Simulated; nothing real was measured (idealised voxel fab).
This section sets out a process module, namely voxel self aligned vias.
Pictured: cross-section cut, 260 nm wide, on a grid of 5 nm square cells.
A cross-section in this document is a grid of square cells, and it is written down as bands, the top band listed before the ones below it; a band is made up of one or more rows of cells. Per band: top height and bottom height in nm, followed by the left-to-right materials and their widths in nm; "throughout" marks a single material spanning edge to edge, "empty" marks empty space. The level at which height equals 0 is the one under which the wafer, as it arrives, is entirely one material. No lower edge exists for the bottom band, which continues downward and is notated as in "0 down". Per-row width for "30..40": begins at first number (top row of band), ends at second number (bottom row), increment between rows held constant. When a step is marked "remained the same", none of the cells in the cross-section changed during that step. This entry, "Unvented internal voids", enumerates those empty regions of no fewer than 8 cells that possess no open connection to the top. Each region is reported in the form width x height at distance, the distance being taken from the left edge, with all three quantities expressed in nm. Read whatever lies past the settings on a step's line as the simulator's own remark about the step. Regarding "overlay nm": on a step with a mask, it is the distance the mask lay to the right of its planned place; a negative value places it to the left.

PLAN
1) RECEIVE, material Si
2) CONFORMAL_DEP, material SiO2, thk nm 15
3) CONFORMAL_DEP, material SiCN, thk nm 5
4) DIRECTIONAL_DEP, material lowk, thk nm 25
5) DIRECTIONAL_DEP, material aC, thk nm 10
6) PATTERN, tone open, mask id LINES, material resist, width nm 30, pitch nm 65, thk nm 25, overlay nm 0
7) DIRECTIONAL_ETCH, etch materials aC, depth nm 10
8) STRIP, etch materials resist
9) DIRECTIONAL_ETCH, etch materials lowk, depth nm 25
10) STRIP, etch materials aC
11) CONFORMAL_DEP, material TiN, thk nm 5
12) FILL_DEP, material W, thk nm 5
13) CMP, height nm 45
14) SELECTIVE_ETCH, etch materials W Ru TiN, depth nm 10
15) FILL_DEP, material SiN, thk nm 10
16) CMP, height nm 45
17) DIRECTIONAL_DEP, material lowk, thk nm 15
18) PATTERN, tone open, mask id VIAS, material resist, width nm 50, pitch nm 65, thk nm 15, overlay nm 0
19) DIRECTIONAL_ETCH, etch materials lowk, depth nm 15
20) DIRECTIONAL_ETCH, etch materials SiN, depth nm 10
21) STRIP, etch materials resist
22) CONFORMAL_DEP, material TiN, thk nm 5
23) FILL_DEP, material Ru, thk nm 10
24) CMP, height nm 60
25) CONFORMAL_DEP, material SiCN, thk nm 5

AS RECEIVED, AFTER STEP 1
> 0 down | Si throughout
> Unvented internal voids: none

POST-MODULE CROSS-SECTION OF THE FIRST OF TWO WAFERS (RUN PER PLAN)
> 65 to 60 | SiCN throughout
> 60 to 50 | lowk 70, then TiN 5, then Ru 40, then TiN 5, then lowk 15, then TiN 5, then Ru 40, then TiN 5, then lowk 75
> 50 to 40 | lowk 70..80, then TiN 15..5, then Ru 20, then TiN 15..5, then lowk 15..35, then TiN 15..5, then Ru 20, then TiN 15..5, then lowk 75..85
> 40 to 35 | lowk 80, then TiN 30, then lowk 35, then TiN 30, then lowk 85
> 35 to 25 | lowk 80, then TiN 5, then W 20, then TiN 5, then lowk 35, then TiN 5, then W 20, then TiN 5, then lowk 85
> 25 to 20 | lowk 80, then TiN 30, then lowk 35, then TiN 30, then lowk 85
> 20 to 15 | SiCN throughout
> 15 to 0 | SiO2 throughout
> 0 down | Si throughout
> Unvented internal voids: none

SO THIS IS WAFER NUMBER TWO OF THE TWO, CUT AT THE END OF THE MODULE - IT STARTED WHERE THE FIRST DID AND HAD THE SAME PLAN, WE JUST GOT ONE THING WRONG RUNNING IT
> 65 to 60 | SiCN throughout
> 60 to 50 | lowk 70, then TiN 5, then Ru 40, then TiN 5, then lowk 15, then TiN 5, then Ru 40, then TiN 5, then lowk 75
> 50 to 40 | lowk 70..75, then TiN 10..5, then Ru 30, then TiN 10..5, then lowk 15..25, then TiN 10..5, then Ru 30, then TiN 10..5, then lowk 75..80
> 40 to 35 | lowk 75, then TiN 40, then lowk 25, then TiN 40, then lowk 80
> 35 to 25 | lowk 75, then TiN 5, then W 30, then TiN 5, then lowk 25, then TiN 5, then W 30, then TiN 5, then lowk 80
> 25 to 20 | lowk 75, then TiN 40, then lowk 25, then TiN 40, then lowk 80
> 20 to 15 | SiCN throughout
> 15 to 0 | SiO2 throughout
> 0 down | Si throughout
> Unvented internal voids: none
Diagnosis: contrary to plan, step 6 was performed as PATTERN, tone open, mask id LINES, material resist, width nm 40, pitch nm 65, thk nm 25, overlay nm 0
Cell-count delta at end, second wafer over first, by material: +8 Ru | +4 TiN | +8 W | -20 lowk
